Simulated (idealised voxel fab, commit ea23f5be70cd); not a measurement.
The process module presented herein is designated voxel gate over fins.
Pictured: cross-section cut, 195 nm wide, on a grid of 5 nm square cells.
Bands, listed from the top down, are how a cross-section gets written in this document; the cross-section itself is a grid of square cells, and a band is one or more rows of them.
Basically the band line says how high the top is and how high the bottom is, in nm, and then what's in it from left to right, every material with its width in nm. Empty space shows up as "blank", and if a single material carries "full width" it runs the full band edge to edge.
Ref level 0: as-received wafer is one material below here. Bottom band extends down with no lower bound ("top 0, no bottom").
When a width is written as two numbers, as in "30 to 40", the first number is the width in the top row of cells of the band and the second is the width in its bottom row, and the width changes by the same amount from each row to the next.
"nothing was modified" after a step means that no cell of the cross-section changed.
The list in "Voids, fully enclosed" covers empty spaces of 8 cells or more that cannot reach the top through any open way, and it gives each as width x height at distance; the distance is from the left edge, and width, height and distance are in nm.
What comes after the settings on a step's line is commentary from the simulator itself on that step.
A step's line can hold "overlay nm"; with a mask on that step, the setting says how far right of the planned place the mask lay, while a negative setting says it lay to the left.

# Set out below are the planned steps of the process
1. op RECEIVE | material Si
2. op CONFORMAL_DEP | material SiN | thk nm 5
3. op PATTERN | tone cover | mask id FINS | material resist | width nm 15 | pitch nm 60 | thk nm 15 | overlay nm 0
4. op DIRECTIONAL_ETCH | etch materials SiN | depth nm 5
5. op DIRECTIONAL_ETCH | etch materials Si | depth nm 40
6. op STRIP | etch materials resist
7. op FILL_DEP | material SiO2 | thk nm 15
8. op CMP | height nm 5
9. op PATTERN | tone open | mask id RAIL | material resist | width nm 15 | thk nm 15 | overlay nm 0
10. op DIRECTIONAL_ETCH | etch materials SiO2 | depth nm 40
11. op STRIP | etch materials resist
12. op CONFORMAL_DEP | material TiN | thk nm 5
13. op FILL_DEP | material W | thk nm 5
14. op CMP | height nm 5
15. op SELECTIVE_ETCH | etch materials W Ru TiN | depth nm 25
16. op FILL_DEP | material SiO2 | thk nm 5
17. op CMP | height nm 5
18. op SELECTIVE_ETCH | etch materials SiO2 | depth nm 20
19. op STRIP | etch materials SiN
20. op CONFORMAL_DEP | material HfO2 | thk nm 5
21. op CONFORMAL_DEP | material TiN | thk nm 5
22. op CONFORMAL_DEP | material TiAl | thk nm 5
23. op CONFORMAL_DEP | material TiN | thk nm 5
24. op FILL_DEP | material W | thk nm 10
25. op CMP | height nm 25
26. op CONFORMAL_DEP | material SiCN | thk nm 5
The wafers are alike at the start. At step 20, their thk nm differs. The plan lists the first wafer's value.

# Here's the first of the wafers in cross-section, just as we got it, i.e. after step 1
    top 0, no bottom  Si full width
    Voids, fully enclosed: none

# Post step 26, the closing step of the module: first of several wafers, cross-sectioned
    top 30, bottom 25  SiCN full width
    top 25, bottom 20  W full width
    top 20, bottom 15  10 of W, then 55 of TiN, then 5 of W, then 55 of TiN, then 5 of W, then 55 of TiN, then 10 of W
    top 15, bottom 10  10 of W, then 5 of TiN, then 45 of TiAl, then 5 of TiN, then 5 of W, then 5 of TiN, then 45 of TiAl, then 5 of TiN, then 5 of W, then 5 of TiN, then 45 of TiAl, then 5 of TiN, then 10 of W
    top 10, bottom 5  10 of W, then 5 of TiN, then 5 of TiAl, then 35 of TiN, then 5 of TiAl, then 5 of TiN, then 5 of W, then 5 of TiN, then 5 of TiAl, then 35 of TiN, then 5 of TiAl, then 5 of TiN, then 5 of W, then 5 of TiN, then 5 of TiAl, then 35 of TiN, then 5 of TiAl, then 5 of TiN, then 10 of W
    top 5, bottom 0  15 of TiN, then 5 of TiAl, then 5 of TiN, then 25 of HfO2, then 5 of TiN, then 5 of TiAl, then 15 of TiN, then 5 of TiAl, then 5 of TiN, then 25 of HfO2, then 5 of TiN, then 5 of TiAl, then 15 of TiN, then 5 of TiAl, then 5 of TiN, then 25 of HfO2, then 5 of TiN, then 5 of TiAl, then 15 of TiN
    top 0, bottom -5  20 of TiAl, then 5 of TiN, then 5 of HfO2, then 15 of Si, then 5 of HfO2, then 5 of TiN, then 25 of TiAl, then 5 of TiN, then 5 of HfO2, then 15 of Si, then 5 of HfO2, then 5 of TiN, then 25 of TiAl, then 5 of TiN, then 5 of HfO2, then 15 of Si, then 5 of HfO2, then 5 of TiN, then 20 of TiAl
    top -5, bottom -10  25 of TiN, then 5 of HfO2, then 15 of Si, then 5 of HfO2, then 35 of TiN, then 5 of HfO2, then 15 of Si, then 5 of HfO2, then 35 of TiN, then 5 of HfO2, then 15 of Si, then 5 of HfO2, then 25 of TiN
    top -10, bottom -15  30 of HfO2, then 15 of Si, then 45 of HfO2, then 15 of Si, then 45 of HfO2, then 15 of Si, then 30 of HfO2
    top -15, bottom -20  30 of SiO2, then 15 of Si, then 45 of SiO2, then 15 of Si, then 45 of SiO2, then 15 of Si, then 30 of SiO2
    top -20, bottom -30  30 of SiO2, then 15 of Si, then 15 of SiO2, then 5 of TiN, then 5 of W, then 5 of TiN, then 15 of SiO2, then 15 of Si, then 45 of SiO2, then 15 of Si, then 30 of SiO2
    top -30, bottom -35  30 of SiO2, then 15 of Si, then 15 of SiO2, then 15 of TiN, then 15 of SiO2, then 15 of Si, then 45 of SiO2, then 15 of Si, then 30 of SiO2
    top -35, bottom -40  30 of SiO2, then 15 of Si, then 45 of SiO2, then 15 of Si, then 45 of SiO2, then 15 of Si, then 30 of SiO2
    top -40, no bottom  Si full width
    Voids, fully enclosed: none

# Final wafer cross-section at module end
    top 30, bottom 25  SiCN full width
    top 25, bottom 20  5 of TiAl, then 185 of TiN, then 5 of TiAl
    top 20, bottom 10  5 of TiAl, then 5 of TiN, then 55 of HfO2, then 5 of TiN, then 55 of HfO2, then 5 of TiN, then 55 of HfO2, then 5 of TiN, then 5 of TiAl
    top 10, bottom 5  10 of TiN, then 55 of HfO2, then 5 of TiN, then 55 of HfO2, then 5 of TiN, then 55 of HfO2, then 10 of TiN
    top 5, bottom 0  HfO2 full width
    top 0, bottom -15  30 of HfO2, then 15 of Si, then 45 of HfO2, then 15 of Si, then 45 of HfO2, then 15 of Si, then 30 of HfO2
    top -15, bottom -20  30 of SiO2, then 15 of Si, then 45 of SiO2, then 15 of Si, then 45 of SiO2, then 15 of Si, then 30 of SiO2
    top -20, bottom -30  30 of SiO2, then 15 of Si, then 15 of SiO2, then 5 of TiN, then 5 of W, then 5 of TiN, then 15 of SiO2, then 15 of Si, then 45 of SiO2, then 15 of Si, then 30 of SiO2
    top -30, bottom -35  30 of SiO2, then 15 of Si, then 15 of SiO2, then 15 of TiN, then 15 of SiO2, then 15 of Si, then 45 of SiO2, then 15 of Si, then 30 of SiO2
    top -35, bottom -40  30 of SiO2, then 15 of Si, then 45 of SiO2, then 15 of Si, then 45 of SiO2, then 15 of Si, then 30 of SiO2
    top -40, no bottom  Si full width
    Voids, fully enclosed: none

# The following table contains a row per wafer, in which are reported, at the conclusion of the module, the cells of each material gained (+) or lost (-) since the wafer's receipt, with its closed voids given thereafter
thk nm 5, +57 HfO2, -240 Si, +39 SiCN, +141 SiO2, +57 TiAl, +121 TiN, +59 W, Voids, fully enclosed: none
thk nm 10, +114 HfO2, -240 Si, +39 SiCN, +141 SiO2, +57 TiAl, +115 TiN, +8 W, Voids, fully enclosed: none
thk nm 15, +171 HfO2, -240 Si, +39 SiCN, +141 SiO2, +51 TiAl, +70 TiN, +2 W, Voids, fully enclosed: none
thk nm 20, +228 HfO2, -240 Si, +39 SiCN, +141 SiO2, +6 TiAl, +58 TiN, +2 W, Voids, fully enclosed: none
